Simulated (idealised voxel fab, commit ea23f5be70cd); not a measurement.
Title: Process Module voxel self aligned vias
The figure presents cross-section cut, which has a width of 280 nm and is divided into square cells with an edge length of 5 nm.
For the purposes of this document, a cross-section shall be understood as a grid of square cells, specified as bands listed in top-to-bottom order, each band consisting of one or more rows of cells. Band entry format. Leading values: height of top, height of bottom, nm. Remainder: materials in left-to-right order, each with its width in nm. Special words: "full width" on a single material, which then fills the band edge to edge; "blank", empty space. Counting heights begins at 0, where everything beneath is, in the wafer as received, one material. The lowest band has no bottom; it goes on downwards, as "0 -> down" shows. With a width like "30..40", each row of cells in the band differs from the next by the same amount, the top row carrying the first number and the bottom row the second. "everything unchanged" after a step means that no cell of the cross-section changed. Closed-off voids of 8+ cells (no open route to the top) go in "Trapped cavities", written width x height at distance from the left edge, in nm. The remark found on a step's line after its settings is issued by the simulator itself and pertains to that step. What "overlay nm" on a step's line means: if the step has a mask, that mask lay this far to the right of its planned place, or, when the value is negative, to the left.

Process steps - plan:
step 1: RECEIVE [material Si]
step 2: CONFORMAL_DEP [material SiO2] [thk nm 10]
step 3: CONFORMAL_DEP [material SiCN] [thk nm 5]
step 4: DIRECTIONAL_DEP [material SiO2] [thk nm 25]
step 5: PATTERN [tone open] [mask id LINES] [material resist] [width nm 15] [pitch nm 50] [thk nm 15] [overlay nm 0]
step 6: DIRECTIONAL_ETCH [etch materials SiO2] [depth nm 25]
step 7: STRIP [etch materials resist]
step 8: CONFORMAL_DEP [material TiN] [thk nm 5]
step 9: FILL_DEP [material Ru] [thk nm 10]
step 10: CMP [height nm 40]
step 11: SELECTIVE_ETCH [etch materials W Ru TiN] [depth nm 5]
step 12: FILL_DEP [material SiN] [thk nm 10]
step 13: CMP [height nm 40]
step 14: DIRECTIONAL_DEP [material SiO2] [thk nm 20]
step 15: MASKED_ETCH [tone open] [mask id VIAS] [width nm 30] [pitch nm 50] [etch materials SiO2] [depth nm 20] [overlay nm 0]
step 16: MASKED_ETCH [tone open] [mask id VIAS] [width nm 30] [pitch nm 50] [etch materials SiN] [depth nm 5] [overlay nm 0]
step 17: CONFORMAL_DEP [material TiN] [thk nm 5]
step 18: FILL_DEP [material W] [thk nm 10]
step 19: CMP [height nm 60]
step 20: CONFORMAL_DEP [material SiCN] [thk nm 5]
Where the wafers of this document differ is in the width nm of step 5; they start out the same, and the plan states the value that applied to the first wafer.

The first of several wafers in cross-section, exactly as it reached us after step 1:
* 0 -> down: Si full width
* Trapped cavities: none

Below: a row per wafer. Contents at end of module: for every material, cells gained since receipt (+) or lost since receipt (-); then closed voids:
width nm 15; +9 Ru; +112 SiCN; +499 SiO2; +69 TiN; +39 W; Trapped cavities: none
width nm 20; +18 Ru; +112 SiCN; +484 SiO2; +72 TiN; +42 W; Trapped cavities: none
width nm 25; +27 Ru; +112 SiCN; +469 SiO2; +75 TiN; +45 W; Trapped cavities: none
width nm 30; +36 Ru; +112 SiCN; +454 SiO2; +78 TiN; +48 W; Trapped cavities: none
width nm 35; +45 Ru; +112 SiCN; +3 SiN; +439 SiO2; +81 TiN; +48 W; Trapped cavities: none
